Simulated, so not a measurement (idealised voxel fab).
voxel gate over fins: a process module
The cross-section on display is named cut; it measures 165 nm wide, and its cells are 5 nm squares.
Cross-section = grid of square cells, listed top down in bands; band = one or more rows. The entry gives the band's vertical extent as a top height and a bottom height in nm, then its horizontal make-up as materials from left to right, each with a width in nm. "empty" stands for empty space; a single material marked "all across" fills the band edge to edge. Note: height 0 marks the level under which the wafer is uniformly one material as received. Lowest band unbounded below, written "top 0, no bottom". Width "30->40": first value at the band's top row of cells, second value at its bottom row, equal change from row to row. Given "nothing different" for a step, no cell of the cross-section differs between before and after that step. "Sealed void list" lists enclosed empty spaces (at least 8 cells, no open path upward to the top), each as width x height at distance from the left edge, in nm. Note: text after step settings on the step line = simulator remark on that step. overlay nm: right-of-plan distance of the mask on a masked step; negative values mean left-of-plan.

[The following list gives the planned process steps]
1. RECEIVE | material Si
2. CONFORMAL_DEP | material SiN | thk nm 5
3. MASKED_ETCH | tone cover | mask id FINS | width nm 15 | pitch nm 55 | etch materials SiN | depth nm 5 | overlay nm 0
4. MASKED_ETCH | tone cover | mask id FINS | width nm 15 | pitch nm 55 | etch materials Si | depth nm 40 | overlay nm 0
5. OXIDIZE | depth nm 5
6. FILL_DEP | material SiO2 | thk nm 15
7. CMP | height nm 5
8. PATTERN | tone open | mask id RAIL | material resist | width nm 15 | thk nm 15 | overlay nm 0
9. DIRECTIONAL_ETCH | etch materials SiO2 | depth nm 40
10. STRIP | etch materials resist
11. CONFORMAL_DEP | material TiN | thk nm 5
12. FILL_DEP | material W | thk nm 5
13. CMP | height nm 5
14. SELECTIVE_ETCH | etch materials W Ru TiN | depth nm 25
15. FILL_DEP | material SiO2 | thk nm 5
16. CMP | height nm 5
17. SELECTIVE_ETCH | etch materials SiO2 | depth nm 15
18. STRIP | etch materials SiN
19. CONFORMAL_DEP | material HfO2 | thk nm 5
20. CONFORMAL_DEP | material TiN | thk nm 5
21. CONFORMAL_DEP | material TiAl | thk nm 5
22. CONFORMAL_DEP | material TiN | thk nm 5
23. FILL_DEP | material W | thk nm 15
24. CMP | height nm 30
25. CONFORMAL_DEP | material SiN | thk nm 5

[Cross-section of the wafer upon arrival, representing the state reached after step 1]
* top 0, no bottom: Si all across
* Sealed void list: none

[Looking at the first of two wafers in cross-section at end of module - ran to plan]
* top 35, bottom 30: SiN all across
* top 30, bottom 20: W all across
* top 20, bottom 15: 30 W, 45 TiN, 10 W, 45 TiN, 35 W
* top 15, bottom 10: 30 W, 5 TiN, 35 TiAl, 5 TiN, 10 W, 5 TiN, 35 TiAl, 5 TiN, 35 W
* top 10, bottom 5: 35 TiN, 5 TiAl, 25 TiN, 5 TiAl, 20 TiN, 5 TiAl, 25 TiN, 5 TiAl, 40 TiN
* top 5, bottom 0: 40 TiAl, 5 TiN, 15 HfO2, 5 TiN, 30 TiAl, 5 TiN, 15 HfO2, 5 TiN, 45 TiAl
* top 0, bottom -5: 45 TiN, 5 HfO2, 5 Si, 5 HfO2, 40 TiN, 5 HfO2, 5 Si, 5 HfO2, 50 TiN
* top -5, bottom -10: 50 HfO2, 5 Si, 50 HfO2, 5 Si, 55 HfO2
* top -10, bottom -20: 50 SiO2, 5 Si, 50 SiO2, 5 Si, 55 SiO2
* top -20, bottom -30: 50 SiO2, 5 Si, 15 SiO2, 5 TiN, 5 W, 5 TiN, 20 SiO2, 5 Si, 55 SiO2
* top -30, bottom -35: 50 SiO2, 5 Si, 15 SiO2, 15 TiN, 20 SiO2, 5 Si, 55 SiO2
* top -35, bottom -45: 50 SiO2, 5 Si, 50 SiO2, 5 Si, 55 SiO2
* top -45, no bottom: Si all across
* Sealed void list: none

[Cross-sectional view of the second of two wafers upon completion of the module. This wafer shared its starting condition and process plan with the first; one error was made during its execution]
* top 35, bottom 30: SiN all across
* top 30, bottom 20: W all across
* top 20, bottom 15: 30 W, 45 TiAl, 10 W, 45 TiAl, 35 W
* top 15, bottom 10: 30 W, 5 TiAl, 35 TiN, 5 TiAl, 10 W, 5 TiAl, 35 TiN, 5 TiAl, 35 W
* top 10, bottom 5: 35 TiAl, 35 TiN, 20 TiAl, 35 TiN, 40 TiAl
* top 5, bottom 0: 45 TiN, 15 HfO2, 40 TiN, 15 HfO2, 50 TiN
* top 0, bottom -5: 45 TiN, 5 HfO2, 5 Si, 5 HfO2, 40 TiN, 5 HfO2, 5 Si, 5 HfO2, 50 TiN
* top -5, bottom -10: 50 HfO2, 5 Si, 50 HfO2, 5 Si, 55 HfO2
* top -10, bottom -20: 50 SiO2, 5 Si, 50 SiO2, 5 Si, 55 SiO2
* top -20, bottom -30: 50 SiO2, 5 Si, 15 SiO2, 5 TiN, 5 W, 5 TiN, 20 SiO2, 5 Si, 55 SiO2
* top -30, bottom -35: 50 SiO2, 5 Si, 15 SiO2, 15 TiN, 20 SiO2, 5 Si, 55 SiO2
* top -35, bottom -45: 50 SiO2, 5 Si, 50 SiO2, 5 Si, 55 SiO2
* top -45, no bottom: Si all across
* Sealed void list: none
Run error: steps 21 and 22 traded places in the executed sequence
The two final wafers agree on how many cells each material fills and disagree on which cells those are.
